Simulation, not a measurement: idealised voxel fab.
This is a process module. Its name is voxel gate over fins.
Each square cell in cross-section cut measures 5 nm, and the section as a whole is 150 nm wide.
Reading order for cross-sections: top band down to bottom band. Underlying form: a grid of square cells. Band size: one or more rows of cells.
Read a band's entry like this: the first values are the height of its top and the height of its bottom in nm, and what follows is the sequence of materials from left to right, each with its width in nm. Note that "air" is empty space, and that a single material marked "edge to edge" reaches across the band from edge to edge.
It should be noted that heights are counted from 0, beneath which the wafer as supplied is of one material throughout, and that the lowest band possesses no lower boundary but continues downward, as written in "z 0 and below".
Width "30->40": first value at the band's top row of cells, second value at its bottom row, equal change from row to row.
Reading "no change" for a step: not a cell of the cross-section changed in it.
Reported under the label "Encapsulated voids" are the empty spaces having no open way to the top and comprising 8 cells or more; the notation for each is width x height at distance, in which the distance is measured from the left edge and all three values are in nm.
Formally, on a step line, whatever follows the settings is a remark that the simulator itself makes on the step.
The "overlay nm" setting may appear on a step's line; for a step that uses a mask, it gives how far to the right of its planned position the mask lay, and a negative value indicates the left.

-- Process steps foreseen in the plan
step 1: RECEIVE, material Si
step 2: CONFORMAL_DEP, material SiN, thk nm 5
step 3: DIRECTIONAL_DEP, material aC, thk nm 10
step 4: PATTERN, tone cover, mask id FINS, material resist, width nm 15, pitch nm 40, thk nm 25, overlay nm 0
step 5: DIRECTIONAL_ETCH, etch materials aC, depth nm 10
step 6: STRIP, etch materials resist
step 7: DIRECTIONAL_ETCH, etch materials SiN, depth nm 5
step 8: DIRECTIONAL_ETCH, etch materials Si, depth nm 30
step 9: STRIP, etch materials aC
step 10: FILL_DEP, material SiO2, thk nm 10
step 11: CMP, height nm 5
step 12: SELECTIVE_ETCH, etch materials SiO2, depth nm 15
step 13: STRIP, etch materials SiN
step 14: CONFORMAL_DEP, material HfO2, thk nm 5
step 15: CONFORMAL_DEP, material TiN, thk nm 5
step 16: FILL_DEP, material W, thk nm 10
step 17: CMP, height nm 15
step 18: CONFORMAL_DEP, material SiN, thk nm 5

-- Delivered wafer in cross-section: state after step 1
- z 0 and below = Si edge to edge
- Encapsulated voids: none

-- Cross-sectional result after module completion. Note: starting condition and plan are unchanged from above; one processing mistake was made
- z 20 to 15 = SiN edge to edge
- z 15 to 10 = W edge to edge
- z 10 to 5 = 35 nm W  35 nm HfO2  5 nm W  35 nm HfO2  40 nm W
- z 5 to 0 = 35 nm W  5 nm HfO2  25 nm TiN  5 nm HfO2  5 nm W  5 nm HfO2  25 nm TiN  5 nm HfO2  40 nm W
- z 0 to -5 = 40 nm HfO2  5 nm TiN  15 nm Si  5 nm TiN  15 nm HfO2  5 nm TiN  15 nm Si  5 nm TiN  45 nm HfO2
- z -5 to -10 = 45 nm TiN  15 nm Si  25 nm TiN  15 nm Si  50 nm TiN
- z -10 to -30 = 45 nm SiO2  15 nm Si  25 nm SiO2  15 nm Si  50 nm SiO2
- z -30 and below = Si edge to edge
- Encapsulated voids: none
Misprocessing identified: steps 14 and 15 swapped
